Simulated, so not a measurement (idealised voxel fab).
Process module name: voxel released beams
In the cross-section labelled cut, the width is 235 nm and each square cell is 5 nm.
In this document a cross-section is written as a grid of square cells. It is given as a series of bands, listed from the top down, and a band is one or more rows of cells.
First you get the band's top height and its bottom height, in nm, and then the materials it's made of, left to right, with each width in nm. If you see a single material with "all across", that one covers the band edge to edge. "empty" is empty space.
Below 0: as-received wafer, all one material; heights counted from there. Lowest band: no bottom, goes on down, written "from 0 down".
The width entry "30..40" should be interpreted row by row: the top row of cells in the band takes the first number, the bottom row takes the second number, and the change between adjacent rows is uniform throughout.
Any step labelled "same as before" changed none of the cells in the cross-section.
Each empty space that has no open way to the top and spans at least 8 cells appears under "Cavities, sealed" as width x height at distance, the distance counted from the left edge, all in nm.
Note: text after step settings on the step line = simulator remark on that step.
overlay nm: mask offset rightward from planned place, masked step; negative means leftward offset.

## Process steps (planned)
| 1 | RECEIVE,material Si |
| 2 | CONFORMAL_DEP,material Al2O3,thk nm 10 |
| 3 | DIRECTIONAL_DEP,material SiO2,thk nm 15 |
| 4 | MASKED_ETCH,tone open,mask id ANCHOR,width nm 30,etch materials SiO2,depth nm 15,overlay nm 0 |
| 5 | CONFORMAL_DEP,material polySi,thk nm 10 |
| 6 | MASKED_ETCH,tone cover,mask id BEAM,width nm 100,etch materials polySi,depth nm 10,overlay nm 0 |
| 7 | STRIP,etch materials SiO2 |

## Cross-section of the incoming wafer, state after step 1
- from 0 down  Si all across
- Cavities, sealed: none

## Post-module cross-section: identical start and plan to those above, one misstep in execution
- from 35 to 25  65 nm empty, 15 nm polySi, 10 nm empty, 80 nm polySi, 65 nm empty
- from 25 to 20  70 nm empty, 10 nm polySi, 10 nm empty, 10 nm polySi, 135 nm empty
- from 20 to 10  70 nm empty, 30 nm polySi, 135 nm empty
- from 10 to 0  Al2O3 all across
- from 0 down  Si all across
- Cavities, sealed: none
Finding, execution versus plan: step 6, actual vs plan mismatch, actual run MASKED_ETCH,tone cover,mask id BEAM,width nm 105,etch materials polySi,depth nm 10,overlay nm 0
